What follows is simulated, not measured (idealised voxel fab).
The process module presented herein is designated voxel self aligned contacts.
The cross-section on display is named cut; it measures 220 nm wide, and its cells are 5 nm squares.
Reading order for cross-sections: top band down to bottom band. Underlying form: a grid of square cells. Band size: one or more rows of cells. Per band: top height and bottom height in nm, followed by the left-to-right materials and their widths in nm; "all across" marks a single material spanning edge to edge, "empty" marks empty space. For the purposes of this specification, 0 denotes the height below which the wafer in its as-received condition is composed wholly of one material, and the lowermost band, lacking a lower limit, extends downward without end, as expressed in "0 down". The width entry "30 to 40" should be interpreted row by row: the top row of cells in the band takes the first number, the bottom row takes the second number, and the change between adjacent rows is uniform throughout. Given "identical to before" for a step, no cell of the cross-section differs between before and after that step. The list in "Unvented internal voids" covers empty spaces of 8 cells or more that cannot reach the top through any open way, and it gives each as width x height at distance; the distance is from the left edge, and width, height and distance are in nm. Text after the settings on a step's line: the simulator's own remark on that step. For masked steps, "overlay nm" on the step line gives how far right of plan the mask actually lay; a minus sign means it lay to the left.

Process steps (planned)
1 RECEIVE, material Si
2 OXIDIZE, depth nm 5
3 DIRECTIONAL_DEP, material polySi, thk nm 25
4 DIRECTIONAL_DEP, material SiN, thk nm 20
5 PATTERN, tone cover, mask id GATE, material resist, width nm 25, pitch nm 55, thk nm 20, overlay nm 0
6 DIRECTIONAL_ETCH, etch materials SiN, depth nm 20
7 DIRECTIONAL_ETCH, etch materials polySi, depth nm 25
8 STRIP, etch materials resist
9 CONFORMAL_DEP, material SiN, thk nm 5
10 DIRECTIONAL_ETCH, etch materials SiN, depth nm 5
11 FILL_DEP, material SiO2, thk nm 15
12 CMP, height nm 50
13 PATTERN, tone open, mask id CONTACT, material resist, width nm 40, thk nm 20, overlay nm 0
14 DIRECTIONAL_ETCH, etch materials SiO2, depth nm 55
15 STRIP, etch materials resist
16 CONFORMAL_DEP, material TiN, thk nm 5
17 FILL_DEP, material Ru, thk nm 10
18 CMP, height nm 50
19 CONFORMAL_DEP, material SiN, thk nm 5

First wafer, two in total, run as planned

Wafer as received: cross-section following step 1
> 0 down = Si all across
> Unvented internal voids: none

The wafer in cross-section once step 2 is complete
> 0 to -5 = SiO2 all across
> For the remainder of the cross-section, below -5, there is no change.

The wafer in cross-section once step 3 is complete
> 25 to 0 = polySi all across
> For the remainder of the cross-section, below 0, there is no change.

The wafer in cross-section once step 4 is complete
> 45 to 25 = SiN all across
> For the remainder of the cross-section, below 25, there is no change.

The wafer in cross-section once step 5 is complete
> 65 to 45 = 70 nm empty | 25 nm resist | 30 nm empty | 25 nm resist | 70 nm empty
> For the remainder of the cross-section, below 45, there is no change.

The wafer in cross-section once step 6 is complete
> 65 to 45 = 70 nm empty | 25 nm resist | 30 nm empty | 25 nm resist | 70 nm empty
> 45 to 25 = 70 nm empty | 25 nm SiN | 30 nm empty | 25 nm SiN | 70 nm empty
> For the remainder of the cross-section, below 25, there is no change.

The wafer in cross-section once step 7 is complete
> 65 to 45 = 70 nm empty | 25 nm resist | 30 nm empty | 25 nm resist | 70 nm empty
> 45 to 25 = 70 nm empty | 25 nm SiN | 30 nm empty | 25 nm SiN | 70 nm empty
> 25 to 0 = 70 nm empty | 25 nm polySi | 30 nm empty | 25 nm polySi | 70 nm empty
> For the remainder of the cross-section, below 0, there is no change.

The wafer in cross-section once step 8 is complete
> 45 to 25 = 70 nm empty | 25 nm SiN | 30 nm empty | 25 nm SiN | 70 nm empty
> For the remainder of the cross-section, below 25, there is no change.

The wafer in cross-section once step 9 is complete
> 50 to 25 = 65 nm empty | 35 nm SiN | 20 nm empty | 35 nm SiN | 65 nm empty
> 25 to 5 = 65 nm empty | 5 nm SiN | 25 nm polySi | 5 nm SiN | 20 nm empty | 5 nm SiN | 25 nm polySi | 5 nm SiN | 65 nm empty
> 5 to 0 = 70 nm SiN | 25 nm polySi | 30 nm SiN | 25 nm polySi | 70 nm SiN
> For the remainder of the cross-section, below 0, there is no change.

The wafer in cross-section once step 10 is complete
> 45 to 25 = 65 nm empty | 35 nm SiN | 20 nm empty | 35 nm SiN | 65 nm empty
> 25 to 0 = 65 nm empty | 5 nm SiN | 25 nm polySi | 5 nm SiN | 20 nm empty | 5 nm SiN | 25 nm polySi | 5 nm SiN | 65 nm empty
> For the remainder of the cross-section, below 0, there is no change.

The wafer in cross-section once step 11 is complete
> 60 to 45 = SiO2 all across
> 45 to 25 = 65 nm SiO2 | 35 nm SiN | 20 nm SiO2 | 35 nm SiN | 65 nm SiO2
> 25 to 0 = 65 nm SiO2 | 5 nm SiN | 25 nm polySi | 5 nm SiN | 20 nm SiO2 | 5 nm SiN | 25 nm polySi | 5 nm SiN | 65 nm SiO2
> For the remainder of the cross-section, below 0, there is no change.

The wafer in cross-section once step 12 is complete
> 50 to 45 = SiO2 all across
> For the remainder of the cross-section, below 45, there is no change.

The wafer in cross-section once step 13 is complete
> 70 to 50 = 90 nm resist | 40 nm empty | 90 nm resist
> For the remainder of the cross-section, below 50, there is no change.

The wafer in cross-section once step 14 is complete
> 70 to 50 = 90 nm resist | 40 nm empty | 90 nm resist
> 50 to 45 = 90 nm SiO2 | 40 nm empty | 90 nm SiO2
> 45 to 25 = 65 nm SiO2 | 35 nm SiN | 20 nm empty | 35 nm SiN | 65 nm SiO2
> 25 to 0 = 65 nm SiO2 | 5 nm SiN | 25 nm polySi | 5 nm SiN | 20 nm empty | 5 nm SiN | 25 nm polySi | 5 nm SiN | 65 nm SiO2
> 0 to -5 = 100 nm SiO2 | 20 nm empty | 100 nm SiO2
> For the remainder of the cross-section, below -5, there is no change.

The wafer in cross-section once step 15 is complete
> 50 to 45 = 90 nm SiO2 | 40 nm empty | 90 nm SiO2
> For the remainder of the cross-section, below 45, there is no change.

The wafer in cross-section once step 16 is complete
> 55 to 50 = 95 nm TiN | 30 nm empty | 95 nm TiN
> 50 to 45 = 90 nm SiO2 | 15 nm TiN | 10 nm empty | 15 nm TiN | 90 nm SiO2
> 45 to 25 = 65 nm SiO2 | 35 nm SiN | 5 nm TiN | 10 nm empty | 5 nm TiN | 35 nm SiN | 65 nm SiO2
> 25 to 0 = 65 nm SiO2 | 5 nm SiN | 25 nm polySi | 5 nm SiN | 5 nm TiN | 10 nm empty | 5 nm TiN | 5 nm SiN | 25 nm polySi | 5 nm SiN | 65 nm SiO2
> 0 to -5 = 100 nm SiO2 | 20 nm TiN | 100 nm SiO2
> For the remainder of the cross-section, below -5, there is no change.

The wafer in cross-section once step 17 is complete
> 65 to 55 = Ru all across
> 55 to 50 = 95 nm TiN | 30 nm Ru | 95 nm TiN
> 50 to 45 = 90 nm SiO2 | 15 nm TiN | 10 nm Ru | 15 nm TiN | 90 nm SiO2
> 45 to 25 = 65 nm SiO2 | 35 nm SiN | 5 nm TiN | 10 nm Ru | 5 nm TiN | 35 nm SiN | 65 nm SiO2
> 25 to 0 = 65 nm SiO2 | 5 nm SiN | 25 nm polySi | 5 nm SiN | 5 nm TiN | 10 nm Ru | 5 nm TiN | 5 nm SiN | 25 nm polySi | 5 nm SiN | 65 nm SiO2
> For the remainder of the cross-section, below 0, there is no change.

The wafer in cross-section once step 18 is complete
> 50 to 45 = 90 nm SiO2 | 15 nm TiN | 10 nm Ru | 15 nm TiN | 90 nm SiO2
> For the remainder of the cross-section, below 45, there is no change.

The wafer in cross-section once step 19 is complete
> 55 to 50 = SiN all across
> For the remainder of the cross-section, below 50, there is no change.

Regarding the second of the two wafers: it shared the first wafer's starting condition and process plan, yet one error occurred during its execution. Its history coincides with that of the first wafer up to and including step 17

Second wafer: cross-section at the scheduled end of step 18: identical to before

Second wafer: cross-section at the scheduled end of step 19
> 70 to 65 = SiN all across
> For the remainder of the cross-section, below 65, there is no change.
Run error: skipped: plan step 18 (never run)
Materials where the second wafer ends with more or fewer cells than the first: Ru +94; TiN +38
